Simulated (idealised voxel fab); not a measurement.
Documented hereafter: the process module known as voxel wiring stack.
Cross-section cut: width 260 nm, square cells of 5 nm.
Cross-section = grid of square cells, listed top down in bands; band = one or more rows. Heads up on the band format: heights come first, top then bottom, in nm. After that it's the materials left to right, each with its width in nm. A single material flagged "everywhere" fills the whole band edge to edge, and "empty" means there's empty space there. Heads up on the height convention: 0 is the point under which the incoming wafer is all one material, and the lowest band has no bottom, it just keeps going down, like "0 down". When a width is written as two numbers, as in "30..40", the first number is the width in the top row of cells of the band and the second is the width in its bottom row, and the width changes by the same amount from each row to the next. Where a step carries "identical to before", the cross-section came out of it unchanged, cell for cell. "Enclosed cavities": sealed empty spaces, 8 cells or more, no open way to top, listed width x height at distance, with distance from the left edge and width, height and distance in nm. The remark found on a step's line after its settings is issued by the simulator itself and pertains to that step. overlay nm: right-of-plan distance of the mask on a masked step; negative values mean left-of-plan.

[The process steps that were planned are listed below]
- 1: RECEIVE with material Si
- 2: CONFORMAL_DEP with material SiO2, thk nm 15
- 3: DIRECTIONAL_DEP with material TiN, thk nm 5
- 4: DIRECTIONAL_DEP with material W, thk nm 25
- 5: MASKED_ETCH with tone cover, mask id METAL_1, width nm 30, pitch nm 55, etch materials W, depth nm 25, overlay nm 0
- 6: MASKED_ETCH with tone cover, mask id METAL_1, width nm 30, pitch nm 55, etch materials TiN, depth nm 5, overlay nm 0
- 7: FILL_DEP with material lowk, thk nm 5
- 8: CMP with height nm 45
- 9: CONFORMAL_DEP with material SiCN, thk nm 5
- 10: DIRECTIONAL_DEP with material lowk, thk nm 10
- 11: MASKED_ETCH with tone open, mask id PLUG_1, width nm 15, etch materials lowk, depth nm 10, overlay nm 0
- 12: MASKED_ETCH with tone open, mask id PLUG_1, width nm 15, etch materials SiCN, depth nm 5, overlay nm 0
- 13: EPI with material Ru, thk nm 10
- 14: EPI with material Ru, thk nm 5
- 15: DIRECTIONAL_DEP with material TiN, thk nm 5
- 16: DIRECTIONAL_DEP with material W, thk nm 15
- 17: PATTERN with tone cover, mask id METAL_2, material resist, width nm 30, pitch nm 55, thk nm 15, overlay nm 0
- 18: DIRECTIONAL_ETCH with etch materials W, depth nm 15
- 19: DIRECTIONAL_ETCH with etch materials TiN, depth nm 5
- 20: STRIP with etch materials resist
- 21: FILL_DEP with material lowk, thk nm 10
- 22: CMP with height nm 80
- 23: CONFORMAL_DEP with material SiCN, thk nm 5
- 24: DIRECTIONAL_DEP with material lowk, thk nm 15
- 25: PATTERN with tone open, mask id PLUG_2, material resist, width nm 15, pitch nm 55, thk nm 20, overlay nm 0
- 26: DIRECTIONAL_ETCH with etch materials lowk, depth nm 15
- 27: DIRECTIONAL_ETCH with etch materials SiCN, depth nm 5
- 28: STRIP with etch materials resist
- 29: EPI with material Ru, thk nm 10
- 30: EPI with material Ru, thk nm 10
- 31: CONFORMAL_DEP with material SiCN, thk nm 5
- 32: DIRECTIONAL_DEP with material lowk, thk nm 20
- 33: DIRECTIONAL_DEP with material aC, thk nm 10
- 34: PATTERN with tone open, mask id METAL_3, material resist, width nm 30, pitch nm 55, thk nm 25, overlay nm 0
- 35: DIRECTIONAL_ETCH with etch materials aC, depth nm 10
- 36: STRIP with etch materials resist
- 37: DIRECTIONAL_ETCH with etch materials lowk, depth nm 20
- 38: DIRECTIONAL_ETCH with etch materials SiCN, depth nm 5
- 39: STRIP with etch materials aC
- 40: CONFORMAL_DEP with material TiN, thk nm 5
- 41: FILL_DEP with material Ru, thk nm 10
- 42: CMP with height nm 125
- 43: CONFORMAL_DEP with material SiCN, thk nm 5
- 44: DIRECTIONAL_DEP with material SiO2, thk nm 10
- 45: MASKED_ETCH with tone open, mask id PLUG_3, width nm 15, pitch nm 55, etch materials SiO2, depth nm 10, overlay nm 0
- 46: MASKED_ETCH with tone open, mask id PLUG_3, width nm 15, pitch nm 55, etch materials SiCN, depth nm 5, overlay nm 0
- 47: CONFORMAL_DEP with material TiN, thk nm 5
- 48: FILL_DEP with material W, thk nm 10
- 49: CMP with height nm 140
- 50: CONFORMAL_DEP with material SiN, thk nm 5
- 51: DIRECTIONAL_DEP with material SiO2, thk nm 20
- 52: PATTERN with tone open, mask id METAL_4, material resist, width nm 30, pitch nm 55, thk nm 20, overlay nm 0
- 53: DIRECTIONAL_ETCH with etch materials SiO2, depth nm 20
- 54: DIRECTIONAL_ETCH with etch materials SiN, depth nm 5
- 55: STRIP with etch materials resist
- 56: CONFORMAL_DEP with material TiN, thk nm 5
- 57: FILL_DEP with material Cu, thk nm 10
- 58: CMP with height nm 165
- 59: EPI with material Ru, thk nm 5
- 60: FILL_DEP with material SiCN, thk nm 5

[Cross-section, incoming material, after step 1]
- 0 down: Si everywhere
- Enclosed cavities: none

[Cross-sectional image of the first of two wafers at the end of the module, the run having proceeded as planned]
- 175 to 170: SiCN everywhere
- 170 to 165: SiCN: 80; Ru: 40; SiCN: 15; Ru: 40; SiCN: 85
- 165 to 145: SiO2: 85; TiN: 5; Cu: 20; TiN: 5; SiO2: 25; TiN: 5; Cu: 20; TiN: 5; SiO2: 90
- 145 to 140: SiN: 85; TiN: 30; SiN: 25; TiN: 30; SiN: 90
- 140 to 130: SiO2: 85; TiN: 5; W: 5; TiN: 5; SiO2: 40; TiN: 5; W: 5; TiN: 5; SiO2: 105
- 130 to 125: SiCN: 85; TiN: 15; SiCN: 40; TiN: 15; SiCN: 105
- 125 to 105: lowk: 85; TiN: 5; Ru: 20; TiN: 5; lowk: 25; TiN: 5; Ru: 20; TiN: 5; lowk: 90
- 105 to 100: SiCN: 85; TiN: 30; SiCN: 25; TiN: 30; SiCN: 90
- 100 to 85: lowk: 85; Ru: 15; lowk: 40; Ru: 15; lowk: 105
- 85 to 80: SiCN: 85; Ru: 15; SiCN: 40; Ru: 15; SiCN: 105
- 80 to 65: lowk: 85; W: 30; lowk: 25; W: 30; lowk: 90
- 65 to 60: lowk: 85; TiN: 30; lowk: 25; TiN: 30; lowk: 90
- 60 to 50: lowk: 85; Ru: 15; lowk: 160
- 50 to 45: SiCN: 85; Ru: 15; SiCN: 160
- 45 to 20: lowk: 85; W: 30; lowk: 25; W: 30; lowk: 90
- 20 to 15: lowk: 85; TiN: 30; lowk: 25; TiN: 30; lowk: 90
- 15 to 0: SiO2 everywhere
- 0 down: Si everywhere
- Enclosed cavities: none

[What the second wafer looks like in cross-section once the module is done. Its start and its plan matched the first wafer's exactly; what differed was one mistake in how it was run]
- 175 to 170: SiCN everywhere
- 170 to 165: SiCN: 80; Ru: 40; SiCN: 15; Ru: 40; SiCN: 85
- 165 to 145: SiO2: 85; TiN: 5; Cu: 20; TiN: 5; SiO2: 25; TiN: 5; Cu: 20; TiN: 5; SiO2: 90
- 145 to 140: SiN: 85; TiN: 30; SiN: 25; TiN: 30; SiN: 90
- 140 to 130: SiO2: 85; TiN: 5; W: 5; TiN: 5; SiO2: 40; TiN: 5; W: 5; TiN: 5; SiO2: 105
- 130 to 125: SiCN: 85; TiN: 15; SiCN: 40; TiN: 15; SiCN: 105
- 125 to 105: lowk: 85; TiN: 5; Ru: 20; TiN: 5; lowk: 25; TiN: 5; Ru: 20; TiN: 5; lowk: 90
- 105 to 100: SiCN: 85; TiN: 30; SiCN: 25; TiN: 30; SiCN: 90
- 100 to 85: lowk: 85; Ru: 15; lowk: 40; Ru: 15; lowk: 105
- 85 to 80: SiCN: 85; Ru: 15; SiCN: 40; Ru: 15; SiCN: 105
- 80 to 65: Ru: 85; W: 30; Ru: 25; W: 30; Ru: 90
- 65 to 60: Ru: 85; TiN: 30; Ru: 25; TiN: 30; Ru: 90
- 60 to 50: lowk: 85; Ru: 15; lowk: 160
- 50 to 45: SiCN: 85; Ru: 15; SiCN: 160
- 45 to 20: lowk: 85; W: 30; lowk: 25; W: 30; lowk: 90
- 20 to 15: lowk: 85; TiN: 30; lowk: 25; TiN: 30; lowk: 90
- 15 to 0: SiO2 everywhere
- 0 down: Si everywhere
- Enclosed cavities: none
Here's what went sideways: step 21 ran as: FILL_DEP with material Ru, thk nm 10
Materials where the second wafer ends with more or fewer cells than the first: Ru: 160 more, lowk: 160 fewer
